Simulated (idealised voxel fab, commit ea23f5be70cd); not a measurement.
This section sets out a process module, namely voxel self aligned contacts.
It is cross-section cut that appears here, measuring 150 nm in width, its square cells being 5 nm in size.
Cross-section, as written here: a square-cell grid given band by band from the top down, where a band holds one or more rows of cells.
Top height, bottom height, nm. Materials left to right, width each, nm. Single material + "all across" = fills band edge to edge. "blank" = empty.
Height is counted from the level 0, under which the received wafer is composed throughout of one material. The lowest of the bands is not closed at the bottom but continues downward, in the notation "0 -> down".
The two numbers in a width such as "30->40" mark its ends across the band: the first belongs to the top row of cells, the second to the bottom row, and from each row to the next the width moves by the same amount.
Reading "no alteration" for a step: not a cell of the cross-section changed in it.
The label "Trapped cavities" introduces a list of the empty spaces, 8 cells or larger, that have no open way up to the top; each entry in it reads width x height at distance, where the distance is taken from the left edge and all three are stated in nm.
Post-settings text on a step line: simulator's own remark regarding the step.
overlay nm: on a step with a mask, how far right of its planned place the mask lay; negative means left.
The process steps that were planned are listed below
- 1: op RECEIVE | material Si
- 2: op OXIDIZE | depth nm 5
- 3: op DIRECTIONAL_DEP | material polySi | thk nm 20
- 4: op DIRECTIONAL_DEP | material SiN | thk nm 20
- 5: op MASKED_ETCH | tone cover | mask id GATE | width nm 35 | pitch nm 65 | etch materials SiN | depth nm 20 | overlay nm 0
- 6: op MASKED_ETCH | tone cover | mask id GATE | width nm 35 | pitch nm 65 | etch materials polySi | depth nm 20 | overlay nm 0
- 7: op CONFORMAL_DEP | material SiN | thk nm 5
- 8: op DIRECTIONAL_ETCH | etch materials SiN | depth nm 5
- 9: op FILL_DEP | material SiO2 | thk nm 20
- 10: op CMP | height nm 50
- 11: op MASKED_ETCH | tone open | mask id CONTACT | width nm 40 | etch materials SiO2 | depth nm 55 | overlay nm 0
- 12: op CONFORMAL_DEP | material TiN | thk nm 5
- 13: op FILL_DEP | material Ru | thk nm 5
- 14: op CMP | height nm 50
- 15: op CONFORMAL_DEP | material SiN | thk nm 5
First out of two wafers; run went to plan
Cross-sectional view of the wafer in its as-received condition, corresponding to the state after step 1
- 0 -> down = Si all across
- Trapped cavities: none
Upon completion of step 2, the wafer appears in cross-section as shown
- 0 -> -5 = SiO2 all across
- Beneath the level -5, the cross-section is identical to its previous state.
Upon completion of step 3, the wafer appears in cross-section as shown
- 20 -> 0 = polySi all across
- Beneath the level 0, the cross-section is identical to its previous state.
Upon completion of step 4, the wafer appears in cross-section as shown
- 40 -> 20 = SiN all across
- Beneath the level 20, the cross-section is identical to its previous state.
Upon completion of step 5, the wafer appears in cross-section as shown
- 40 -> 20 = blank: 25 | SiN: 35 | blank: 30 | SiN: 35 | blank: 25
- Beneath the level 20, the cross-section is identical to its previous state.
Upon completion of step 6, the wafer appears in cross-section as shown
- 40 -> 20 = blank: 25 | SiN: 35 | blank: 30 | SiN: 35 | blank: 25
- 20 -> 0 = blank: 25 | polySi: 35 | blank: 30 | polySi: 35 | blank: 25
- Beneath the level 0, the cross-section is identical to its previous state.
Upon completion of step 7, the wafer appears in cross-section as shown
- 45 -> 20 = blank: 20 | SiN: 45 | blank: 20 | SiN: 45 | blank: 20
- 20 -> 5 = blank: 20 | SiN: 5 | polySi: 35 | SiN: 5 | blank: 20 | SiN: 5 | polySi: 35 | SiN: 5 | blank: 20
- 5 -> 0 = SiN: 25 | polySi: 35 | SiN: 30 | polySi: 35 | SiN: 25
- Beneath the level 0, the cross-section is identical to its previous state.
Upon completion of step 8, the wafer appears in cross-section as shown
- 40 -> 20 = blank: 20 | SiN: 45 | blank: 20 | SiN: 45 | blank: 20
- 20 -> 0 = blank: 20 | SiN: 5 | polySi: 35 | SiN: 5 | blank: 20 | SiN: 5 | polySi: 35 | SiN: 5 | blank: 20
- Beneath the level 0, the cross-section is identical to its previous state.
Upon completion of step 9, the wafer appears in cross-section as shown
- 60 -> 40 = SiO2 all across
- 40 -> 20 = SiO2: 20 | SiN: 45 | SiO2: 20 | SiN: 45 | SiO2: 20
- 20 -> 0 = SiO2: 20 | SiN: 5 | polySi: 35 | SiN: 5 | SiO2: 20 | SiN: 5 | polySi: 35 | SiN: 5 | SiO2: 20
- Beneath the level 0, the cross-section is identical to its previous state.
Upon completion of step 10, the wafer appears in cross-section as shown
- 50 -> 40 = SiO2 all across
- Beneath the level 40, the cross-section is identical to its previous state.
Upon completion of step 11, the wafer appears in cross-section as shown
- 50 -> 40 = SiO2: 55 | blank: 40 | SiO2: 55
- 40 -> 20 = SiO2: 20 | SiN: 45 | blank: 20 | SiN: 45 | SiO2: 20
- 20 -> 0 = SiO2: 20 | SiN: 5 | polySi: 35 | SiN: 5 | blank: 20 | SiN: 5 | polySi: 35 | SiN: 5 | SiO2: 20
- 0 -> -5 = SiO2: 65 | blank: 20 | SiO2: 65
- Beneath the level -5, the cross-section is identical to its previous state.
Upon completion of step 12, the wafer appears in cross-section as shown
- 55 -> 50 = TiN: 60 | blank: 30 | TiN: 60
- 50 -> 40 = SiO2: 55 | TiN: 5->15 | blank: 30->10 | TiN: 5->15 | SiO2: 55
- 40 -> 20 = SiO2: 20 | SiN: 45 | TiN: 5 | blank: 10 | TiN: 5 | SiN: 45 | SiO2: 20
- 20 -> 0 = SiO2: 20 | SiN: 5 | polySi: 35 | SiN: 5 | TiN: 5 | blank: 10 | TiN: 5 | SiN: 5 | polySi: 35 | SiN: 5 | SiO2: 20
- 0 -> -5 = SiO2: 65 | TiN: 20 | SiO2: 65
- Beneath the level -5, the cross-section is identical to its previous state.
Upon completion of step 13, the wafer appears in cross-section as shown
- 60 -> 55 = Ru all across
- 55 -> 50 = TiN: 60 | Ru: 30 | TiN: 60
- 50 -> 40 = SiO2: 55 | TiN: 5->15 | Ru: 30->10 | TiN: 5->15 | SiO2: 55
- 40 -> 20 = SiO2: 20 | SiN: 45 | TiN: 5 | Ru: 10 | TiN: 5 | SiN: 45 | SiO2: 20
- 20 -> 0 = SiO2: 20 | SiN: 5 | polySi: 35 | SiN: 5 | TiN: 5 | Ru: 10 | TiN: 5 | SiN: 5 | polySi: 35 | SiN: 5 | SiO2: 20
- Beneath the level 0, the cross-section is identical to its previous state.
Upon completion of step 14, the wafer appears in cross-section as shown
- 50 -> 40 = SiO2: 55 | TiN: 5->15 | Ru: 30->10 | TiN: 5->15 | SiO2: 55
- Beneath the level 40, the cross-section is identical to its previous state.
Upon completion of step 15, the wafer appears in cross-section as shown
- 55 -> 50 = SiN all across
- Beneath the level 50, the cross-section is identical to its previous state.
The remaining wafer, second of the two, started like the first and was run to the same plan, except that one mistake was made along the way; the two coincide through step 3, inclusive
Cross-section, second wafer, at the end time the plan gives for step 4
- 60 -> 20 = SiN all across
- Beneath the level 20, the cross-section is identical to its previous state.
Cross-section, second wafer, at the end time the plan gives for step 5
- 60 -> 40 = blank: 25 | SiN: 35 | blank: 30 | SiN: 35 | blank: 25
- Beneath the level 40, the cross-section is identical to its previous state.
Cross-section, second wafer, at the end time the plan gives for step 6: no alteration
Cross-section, second wafer, at the end time the plan gives for step 7
- 65 -> 45 = blank: 20 | SiN: 45 | blank: 20 | SiN: 45 | blank: 20
- 45 -> 20 = SiN all across
- Beneath the level 20, the cross-section is identical to its previous state.
Cross-section, second wafer, at the end time the plan gives for step 8
- 60 -> 40 = blank: 20 | SiN: 45 | blank: 20 | SiN: 45 | blank: 20
- Beneath the level 40, the cross-section is identical to its previous state.
Cross-section, second wafer, at the end time the plan gives for step 9
- 80 -> 60 = SiO2 all across
- 60 -> 40 = SiO2: 20 | SiN: 45 | SiO2: 20 | SiN: 45 | SiO2: 20
- Beneath the level 40, the cross-section is identical to its previous state.
Cross-section, second wafer, at the end time the plan gives for step 10
- 50 -> 40 = SiO2: 20 | SiN: 45 | SiO2: 20 | SiN: 45 | SiO2: 20
- Beneath the level 40, the cross-section is identical to its previous state.
Cross-section, second wafer, at the end time the plan gives for step 11
- 50 -> 40 = SiO2: 20 | SiN: 45 | blank: 20 | SiN: 45 | SiO2: 20
- Beneath the level 40, the cross-section is identical to its previous state.
Cross-section, second wafer, at the end time the plan gives for step 12
- 55 -> 50 = TiN: 70 | blank: 10 | TiN: 70
- 50 -> 45 = SiO2: 20 | SiN: 45 | TiN: 5 | blank: 10 | TiN: 5 | SiN: 45 | SiO2: 20
- 45 -> 40 = SiO2: 20 | SiN: 45 | TiN: 20 | SiN: 45 | SiO2: 20
- Beneath the level 40, the cross-section is identical to its previous state.
Cross-section, second wafer, at the end time the plan gives for step 13
- 60 -> 55 = Ru all across
- 55 -> 50 = TiN: 70 | Ru: 10 | TiN: 70
- 50 -> 45 = SiO2: 20 | SiN: 45 | TiN: 5 | Ru: 10 | TiN: 5 | SiN: 45 | SiO2: 20
- Beneath the level 45, the cross-section is identical to its previous state.
Cross-section, second wafer, at the end time the plan gives for step 14
- 50 -> 45 = SiO2: 20 | SiN: 45 | TiN: 5 | Ru: 10 | TiN: 5 | SiN: 45 | SiO2: 20
- Beneath the level 45, the cross-section is identical to its previous state.
Cross-section, second wafer, at the end time the plan gives for step 15
- 55 -> 50 = SiN all across
- Beneath the level 50, the cross-section is identical to its previous state.
Against the plan, the run slipped here: twice, step 4 of the plan was run
Looking at both finished wafers in cells, the second ends up ahead of or behind the first on some materials: 22 fewer of Ru | 68 more of SiN | 88 fewer of SiO2 | 22 fewer of TiN | 64 more of polySi
